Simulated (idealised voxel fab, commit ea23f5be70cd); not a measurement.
process module | voxel wiring stack
cross-section cut | 175 nm wide | cells 5 nm
A cross-section is a grid of square cells, given in bands from the top down. A band is one or more rows of cells.
Each band's line starts with the height of the band's top and of its bottom, in nm. Then come its materials from left to right, each with its width in nm. One material with "throughout" fills the band from edge to edge. "air" is empty space.
Height 0 is the level under which the wafer as received is all one material. The lowest band goes on downwards, as in "0 down".
A width such as "30 to 40" changes by the same amount from each row of cells to the next, from the band's top row to its bottom row.
"no change" after a step means that no cell of the cross-section changed.
closed voids: empty space of 8 cells or more with no open way to the top, each as width x height at its distance from the left edge, in nm
after a step's settings: what the simulator itself notes on the step
overlay nm, on a step with a mask: how far to the right of its planned place the mask lay; to the left if negative
plan
1 op RECEIVE | material Si
2 op CONFORMAL_DEP | material SiO2 | thk nm 15
3 op DIRECTIONAL_DEP | material TiN | thk nm 5
4 op DIRECTIONAL_DEP | material Ru | thk nm 20
5 op PATTERN | tone cover | mask id METAL_1 | material resist | width nm 25 | pitch nm 50 | thk nm 20 | overlay nm 0
6 op DIRECTIONAL_ETCH | etch materials Ru | depth nm 20
7 op DIRECTIONAL_ETCH | etch materials TiN | depth nm 5
8 op STRIP | etch materials resist
9 op CONFORMAL_DEP | material SiN | thk nm 5
10 op FILL_DEP | material lowk | thk nm 10
11 op CMP | height nm 40
12 op CONFORMAL_DEP | material SiCN | thk nm 5
13 op DIRECTIONAL_DEP | material lowk | thk nm 30
14 op PATTERN | tone open | mask id METAL_2 | material resist | width nm 25 | pitch nm 50 | thk nm 15 | overlay nm 0
15 op DIRECTIONAL_ETCH | etch materials lowk | depth nm 15
16 op STRIP | etch materials resist
17 op DIRECTIONAL_DEP | material aC | thk nm 15
18 op PATTERN | tone open | mask id METAL_2_HOLES | material resist | width nm 15 | pitch nm 50 | thk nm 35 | overlay nm 0
19 op DIRECTIONAL_ETCH | etch materials aC | depth nm 15
20 op STRIP | etch materials resist
21 op DIRECTIONAL_ETCH | etch materials lowk | depth nm 15
22 op DIRECTIONAL_ETCH | etch materials SiCN | depth nm 5
23 op STRIP | etch materials aC
24 op CONFORMAL_DEP | material TiN | thk nm 5
25 op FILL_DEP | material Cu | thk nm 5
26 op CMP | height nm 75
27 op CONFORMAL_DEP | material SiCN | thk nm 5
first wafer, as planned
as received, after step 1
  0 down: Si throughout
  closed voids: none
after step 2
  15 to 0: SiO2 throughout
  below 0: unchanged
after step 3
  20 to 15: TiN throughout
  below 15: unchanged
after step 4
  40 to 20: Ru throughout
  below 20: unchanged
after step 5
  60 to 40: air 25 | resist 25 | air 25 | resist 25 | air 25 | resist 25 | air 25
  below 40: unchanged
after step 6
  60 to 40: air 25 | resist 25 | air 25 | resist 25 | air 25 | resist 25 | air 25
  40 to 20: air 25 | Ru 25 | air 25 | Ru 25 | air 25 | Ru 25 | air 25
  below 20: unchanged
after step 7
  60 to 40: air 25 | resist 25 | air 25 | resist 25 | air 25 | resist 25 | air 25
  40 to 20: air 25 | Ru 25 | air 25 | Ru 25 | air 25 | Ru 25 | air 25
  20 to 15: air 25 | TiN 25 | air 25 | TiN 25 | air 25 | TiN 25 | air 25
  below 15: unchanged
after step 8
  40 to 20: air 25 | Ru 25 | air 25 | Ru 25 | air 25 | Ru 25 | air 25
  below 20: unchanged
after step 9
  45 to 40: air 20 | SiN 35 | air 15 | SiN 35 | air 15 | SiN 35 | air 20
  40 to 20: air 20 | SiN 5 | Ru 25 | SiN 5 | air 15 | SiN 5 | Ru 25 | SiN 5 | air 15 | SiN 5 | Ru 25 | SiN 5 | air 20
  20 to 15: SiN 25 | TiN 25 | SiN 25 | TiN 25 | SiN 25 | TiN 25 | SiN 25
  below 15: unchanged
after step 10
  55 to 45: lowk throughout
  45 to 40: lowk 20 | SiN 35 | lowk 15 | SiN 35 | lowk 15 | SiN 35 | lowk 20
  40 to 20: lowk 20 | SiN 5 | Ru 25 | SiN 5 | lowk 15 | SiN 5 | Ru 25 | SiN 5 | lowk 15 | SiN 5 | Ru 25 | SiN 5 | lowk 20
  below 20: unchanged
after step 11
  40 to 20: lowk 20 | SiN 5 | Ru 25 | SiN 5 | lowk 15 | SiN 5 | Ru 25 | SiN 5 | lowk 15 | SiN 5 | Ru 25 | SiN 5 | lowk 20
  below 20: unchanged
after step 12
  45 to 40: SiCN throughout
  below 40: unchanged
after step 13
  75 to 45: lowk throughout
  below 45: unchanged
after step 14
  90 to 75: resist 25 | air 25 | resist 25 | air 25 | resist 25 | air 25 | resist 25
  below 75: unchanged
after step 15
  90 to 75: resist 25 | air 25 | resist 25 | air 25 | resist 25 | air 25 | resist 25
  75 to 60: lowk 25 | air 25 | lowk 25 | air 25 | lowk 25 | air 25 | lowk 25
  below 60: unchanged
after step 16
  75 to 60: lowk 25 | air 25 | lowk 25 | air 25 | lowk 25 | air 25 | lowk 25
  below 60: unchanged
after step 17
  90 to 75: aC 25 | air 25 | aC 25 | air 25 | aC 25 | air 25 | aC 25
  75 to 60: lowk 25 | aC 25 | lowk 25 | aC 25 | lowk 25 | aC 25 | lowk 25
  below 60: unchanged
after step 18
  125 to 90: resist 25 | air 15 | resist 35 | air 15 | resist 35 | air 15 | resist 35
  90 to 75: aC 25 | air 15 | resist 10 | aC 25 | air 15 | resist 10 | aC 25 | air 15 | resist 10 | aC 25
  below 75: unchanged
after step 19
  110 to 90: resist 25 | air 15 | resist 35 | air 15 | resist 35 | air 15 | resist 35
  90 to 75: aC 25 | air 15 | resist 10 | aC 25 | air 15 | resist 10 | aC 25 | air 15 | resist 10 | aC 25
  75 to 60: lowk 25 | air 15 | aC 10 | lowk 25 | air 15 | aC 10 | lowk 25 | air 15 | aC 10 | lowk 25
  below 60: unchanged
after step 20
  90 to 75: aC 25 | air 25 | aC 25 | air 25 | aC 25 | air 25 | aC 25
  below 75: unchanged
after step 21
  90 to 75: aC 25 | air 25 | aC 25 | air 25 | aC 25 | air 25 | aC 25
  75 to 60: lowk 25 | air 15 | aC 10 | lowk 25 | air 15 | aC 10 | lowk 25 | air 15 | aC 10 | lowk 25
  60 to 45: lowk 25 | air 15 | lowk 35 | air 15 | lowk 35 | air 15 | lowk 35
  below 45: unchanged
after step 22
  90 to 75: aC 25 | air 25 | aC 25 | air 25 | aC 25 | air 25 | aC 25
  75 to 60: lowk 25 | air 15 | aC 10 | lowk 25 | air 15 | aC 10 | lowk 25 | air 15 | aC 10 | lowk 25
  60 to 45: lowk 25 | air 15 | lowk 35 | air 15 | lowk 35 | air 15 | lowk 35
  45 to 40: SiCN 25 | air 15 | SiCN 35 | air 15 | SiCN 35 | air 15 | SiCN 35
  below 40: unchanged
after step 23
  75 to 60: lowk 25 | air 25 | lowk 25 | air 25 | lowk 25 | air 25 | lowk 25
  below 60: unchanged
after step 24
  80 to 75: TiN 30 | air 15 | TiN 35 | air 15 | TiN 35 | air 15 | TiN 30
  75 to 65: lowk 25 | TiN 5 | air 15 | TiN 5 | lowk 25 | TiN 5 | air 15 | TiN 5 | lowk 25 | TiN 5 | air 15 | TiN 5 | lowk 25
  65 to 60: lowk 25 | TiN 5 | air 5 | TiN 15 | lowk 25 | TiN 5 | air 5 | TiN 15 | lowk 25 | TiN 5 | air 5 | TiN 15 | lowk 25
  60 to 45: lowk 25 | TiN 5 | air 5 | TiN 5 | lowk 35 | TiN 5 | air 5 | TiN 5 | lowk 35 | TiN 5 | air 5 | TiN 5 | lowk 35
  45 to 40: SiCN 25 | TiN 15 | SiCN 35 | TiN 15 | SiCN 35 | TiN 15 | SiCN 35
  below 40: unchanged
after step 25
  85 to 80: Cu throughout
  80 to 75: TiN 30 | Cu 15 | TiN 35 | Cu 15 | TiN 35 | Cu 15 | TiN 30
  75 to 65: lowk 25 | TiN 5 | Cu 15 | TiN 5 | lowk 25 | TiN 5 | Cu 15 | TiN 5 | lowk 25 | TiN 5 | Cu 15 | TiN 5 | lowk 25
  65 to 60: lowk 25 | TiN 5 | Cu 5 | TiN 15 | lowk 25 | TiN 5 | Cu 5 | TiN 15 | lowk 25 | TiN 5 | Cu 5 | TiN 15 | lowk 25
  60 to 45: lowk 25 | TiN 5 | Cu 5 | TiN 5 | lowk 35 | TiN 5 | Cu 5 | TiN 5 | lowk 35 | TiN 5 | Cu 5 | TiN 5 | lowk 35
  below 45: unchanged
after step 26
  75 to 65: lowk 25 | TiN 5 | Cu 15 | TiN 5 | lowk 25 | TiN 5 | Cu 15 | TiN 5 | lowk 25 | TiN 5 | Cu 15 | TiN 5 | lowk 25
  below 65: unchanged
after step 27
  80 to 75: SiCN throughout
  below 75: unchanged
second wafer: like start, like plan, one mistake. Through step 17 it matches the first wafer
when step 18 should have ended
  125 to 90: resist 20 | air 15 | resist 35 | air 15 | resist 35 | air 15 | resist 40
  90 to 75: aC 25 | air 10 | resist 15 | aC 25 | air 10 | resist 15 | aC 25 | air 10 | resist 15 | aC 25
  below 75: unchanged
when step 19 should have ended
  110 to 90: resist 20 | air 15 | resist 35 | air 15 | resist 35 | air 15 | resist 40
  90 to 75: aC 20 | air 15 | resist 15 | aC 20 | air 15 | resist 15 | aC 20 | air 15 | resist 15 | aC 25
  75 to 60: lowk 25 | air 10 | aC 15 | lowk 25 | air 10 | aC 15 | lowk 25 | air 10 | aC 15 | lowk 25
  below 60: unchanged
when step 20 should have ended
  90 to 75: aC 20 | air 30 | aC 20 | air 30 | aC 20 | air 30 | aC 25
  below 75: unchanged
when step 21 should have ended
  90 to 75: aC 20 | air 30 | aC 20 | air 30 | aC 20 | air 30 | aC 25
  75 to 60: lowk 20 | air 15 | aC 15 | lowk 20 | air 15 | aC 15 | lowk 20 | air 15 | aC 15 | lowk 25
  60 to 45: lowk 25 | air 10 | lowk 40 | air 10 | lowk 40 | air 10 | lowk 40
  below 45: unchanged
when step 22 should have ended
  90 to 75: aC 20 | air 30 | aC 20 | air 30 | aC 20 | air 30 | aC 25
  75 to 60: lowk 20 | air 15 | aC 15 | lowk 20 | air 15 | aC 15 | lowk 20 | air 15 | aC 15 | lowk 25
  60 to 45: lowk 25 | air 10 | lowk 40 | air 10 | lowk 40 | air 10 | lowk 40
  45 to 40: SiCN 25 | air 10 | SiCN 40 | air 10 | SiCN 40 | air 10 | SiCN 40
  below 40: unchanged
when step 23 should have ended
  75 to 60: lowk 20 | air 30 | lowk 20 | air 30 | lowk 20 | air 30 | lowk 25
  below 60: unchanged
when step 24 should have ended
  80 to 75: TiN 25 | air 20 | TiN 30 | air 20 | TiN 30 | air 20 | TiN 30
  75 to 65: lowk 20 | TiN 5 | air 20 | TiN 5 | lowk 20 | TiN 5 | air 20 | TiN 5 | lowk 20 | TiN 5 | air 20 | TiN 5 | lowk 25
  65 to 60: lowk 20 | TiN 30 | lowk 20 | TiN 30 | lowk 20 | TiN 30 | lowk 25
  60 to 45: lowk 25 | TiN 10 | lowk 40 | TiN 10 | lowk 40 | TiN 10 | lowk 40
  45 to 40: SiCN 25 | TiN 10 | SiCN 40 | TiN 10 | SiCN 40 | TiN 10 | SiCN 40
  below 40: unchanged
when step 25 should have ended
  85 to 80: Cu throughout
  80 to 75: TiN 25 | Cu 20 | TiN 30 | Cu 20 | TiN 30 | Cu 20 | TiN 30
  75 to 65: lowk 20 | TiN 5 | Cu 20 | TiN 5 | lowk 20 | TiN 5 | Cu 20 | TiN 5 | lowk 20 | TiN 5 | Cu 20 | TiN 5 | lowk 25
  below 65: unchanged
when step 26 should have ended
  75 to 65: lowk 20 | TiN 5 | Cu 20 | TiN 5 | lowk 20 | TiN 5 | Cu 20 | TiN 5 | lowk 20 | TiN 5 | Cu 20 | TiN 5 | lowk 25
  below 65: unchanged
when step 27 should have ended
  80 to 75: SiCN throughout
  below 75: unchanged
what went wrong: step 18 ran as: op PATTERN | tone open | mask id METAL_2_HOLES | material resist | width nm 15 | pitch nm 50 | thk nm 35 | overlay nm -5
at the end the second wafer has, in cells: 6 fewer of Cu | 3 more of SiCN | 3 more of TiN
